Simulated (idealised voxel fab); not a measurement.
Title: Process Module voxel transistor to metal
The cross-section shown here is cut; it is 275 nm wide and divided into square cells measuring 5 nm on a side.
If you're reading a cross-section in this doc, picture square cells in a grid; it comes to you as bands, top ones listed first down to the bottom, and a band can be one or more rows of cells. A band entry consists of two parts. The first gives the height of the band's top and the height of its bottom, in nm. The rest lists the band's materials from left to right, each with its width in nm. A single material labelled with the word "everywhere" fills the band from edge to edge, and the word "blank" marks empty space. Measure heights from 0. That's the level where, below it, the as-received wafer is all one material. The lowest band is bottomless and extends downward; write it as in "top 0, no bottom". Per-row width for "30 to 40": begins at first number (top row of band), ends at second number (bottom row), increment between rows held constant. "no alteration" (step): cross-section cells unchanged, all of them. "closed voids": empty spaces of 8 cells or more with no open way to the top, each given as width x height at distance, distance from the left edge, all in nm. What comes after the settings on a step's line is commentary from the simulator itself on that step. Regarding "overlay nm": on a step with a mask, it is the distance the mask lay to the right of its planned place; a negative value places it to the left.
The steps planned for the process are as follows
step 1: RECEIVE,material Si
step 2: CONFORMAL_DEP,material SiO2,thk nm 5
step 3: CONFORMAL_DEP,material SiN,thk nm 15
step 4: MASKED_ETCH,tone cover,mask id ACTIVE,width nm 105,pitch nm 130,etch materials SiN,depth nm 15,overlay nm 0
step 5: MASKED_ETCH,tone cover,mask id ACTIVE,width nm 105,pitch nm 130,etch materials SiO2,depth nm 5,overlay nm 0
step 6: MASKED_ETCH,tone cover,mask id ACTIVE,width nm 105,pitch nm 130,etch materials Si,depth nm 25,overlay nm 0
step 7: FILL_DEP,material SiO2,thk nm 5
step 8: CMP,height nm 20
step 9: SELECTIVE_ETCH,etch materials SiO2,depth nm 10
step 10: STRIP,etch materials SiN
step 11: SELECTIVE_ETCH,etch materials SiO2,depth nm 5
step 12: OXIDIZE,depth nm 5
step 13: DIRECTIONAL_DEP,material polySi,thk nm 25
step 14: DIRECTIONAL_DEP,material SiCN,thk nm 10
step 15: PATTERN,tone cover,mask id GATE,material resist,width nm 25,pitch nm 130,thk nm 20,overlay nm 0
step 16: DIRECTIONAL_ETCH,etch materials SiCN,depth nm 20
step 17: DIRECTIONAL_ETCH,etch materials polySi,depth nm 35
step 18: STRIP,etch materials resist
step 19: CONFORMAL_DEP,material SiN,thk nm 5
step 20: DIRECTIONAL_ETCH,etch materials SiN,depth nm 5
step 21: DIRECTIONAL_ETCH,etch materials SiO2,depth nm 5
step 22: DIRECTIONAL_ETCH,etch materials Si,depth nm 5
step 23: EPI,material nSi,thk nm 10
step 24: FILL_DEP,material SiO2,thk nm 10
step 25: CMP,height nm 25
step 26: STRIP,etch materials polySi
step 27: SELECTIVE_ETCH,etch materials SiO2,depth nm 5
step 28: CONFORMAL_DEP,material HfO2,thk nm 5
step 29: CONFORMAL_DEP,material TiN,thk nm 5
step 30: FILL_DEP,material W,thk nm 5
step 31: CMP,height nm 20
step 32: DIRECTIONAL_DEP,material SiO2,thk nm 10
step 33: PATTERN,tone open,mask id CONTACT,material resist,width nm 15,thk nm 15,overlay nm 0
step 34: DIRECTIONAL_ETCH,etch materials SiO2,depth nm 30
step 35: STRIP,etch materials resist
step 36: CONFORMAL_DEP,material TiN,thk nm 5
step 37: FILL_DEP,material W,thk nm 5
step 38: CMP,height nm 30
step 39: CONFORMAL_DEP,material SiCN,thk nm 5
step 40: DIRECTIONAL_DEP,material SiO2,thk nm 15
step 41: DIRECTIONAL_DEP,material aC,thk nm 15
step 42: PATTERN,tone open,mask id METAL_1,material resist,width nm 15,thk nm 35,overlay nm 0
step 43: DIRECTIONAL_ETCH,etch materials aC,depth nm 15
step 44: STRIP,etch materials resist
step 45: DIRECTIONAL_ETCH,etch materials SiO2,depth nm 15
step 46: DIRECTIONAL_ETCH,etch materials SiCN,depth nm 5
step 47: STRIP,etch materials aC
step 48: CONFORMAL_DEP,material TiN,thk nm 5
step 49: FILL_DEP,material W,thk nm 5
step 50: CMP,height nm 50
step 51: EPI,material Ru,thk nm 5
step 52: FILL_DEP,material SiCN,thk nm 5
as received, after step 1
> top 0, no bottom: Si everywhere
> closed voids: none
One mistake in running the module, otherwise start and plan as above: cross-section at the end
> top 60, bottom 55: SiCN everywhere
> top 55, bottom 50: SiCN=25 | Ru=25 | SiCN=45 | Ru=25 | SiCN=35 | Ru=25 | SiCN=45 | Ru=25 | SiCN=25
> top 50, bottom 35: SiO2=30 | TiN=5 | W=5 | TiN=5 | SiO2=55 | TiN=5 | W=5 | TiN=5 | SiO2=45 | TiN=5 | W=5 | TiN=5 | SiO2=55 | TiN=5 | W=5 | TiN=5 | SiO2=30
> top 35, bottom 30: SiCN=30 | TiN=15 | SiCN=55 | TiN=15 | SiCN=45 | TiN=15 | SiCN=55 | TiN=15 | SiCN=30
> top 30, bottom 20: SiO2=30 | Ru=5 | W=5 | Ru=5 | SiO2=55 | Ru=5 | W=5 | Ru=5 | SiO2=45 | Ru=5 | W=5 | Ru=5 | SiO2=55 | Ru=5 | W=5 | Ru=5 | SiO2=30
> top 20, bottom 5: SiO2=30 | Ru=5 | W=5 | Ru=5 | SiO2=10 | SiN=5 | HfO2=5 | TiN=5 | W=5 | TiN=5 | HfO2=5 | SiN=5 | SiO2=10 | Ru=5 | W=5 | Ru=5 | SiO2=45 | Ru=5 | W=5 | Ru=5 | SiO2=10 | SiN=5 | HfO2=5 | TiN=5 | W=5 | TiN=5 | HfO2=5 | SiN=5 | SiO2=10 | Ru=5 | W=5 | Ru=5 | SiO2=30
> top 5, bottom 0: SiO2=15 | SiN=5 | SiO2=10 | Ru=15 | nSi=10 | SiN=5 | HfO2=5 | TiN=15 | HfO2=5 | SiN=5 | nSi=10 | Ru=15 | SiO2=10 | SiN=5 | SiO2=15 | SiN=5 | SiO2=10 | Ru=15 | nSi=10 | SiN=5 | HfO2=5 | TiN=15 | HfO2=5 | SiN=5 | nSi=10 | Ru=15 | SiO2=10 | SiN=5 | SiO2=15
> top 0, bottom -5: SiO2=20 | nSi=35 | HfO2=35 | nSi=35 | SiO2=25 | nSi=35 | HfO2=35 | nSi=35 | SiO2=20
> top -5, bottom -10: SiO2=20 | nSi=35 | Si=35 | nSi=35 | SiO2=25 | nSi=35 | Si=35 | nSi=35 | SiO2=20
> top -10, bottom -25: SiO2=20 | Si=105 | SiO2=25 | Si=105 | SiO2=20
> top -25, no bottom: Si everywhere
> closed voids: none
Heads up, the wafer didn't run the way we planned it: note that step 36 departed from the planned setting and was carried out as CONFORMAL_DEP,material Ru,thk nm 5
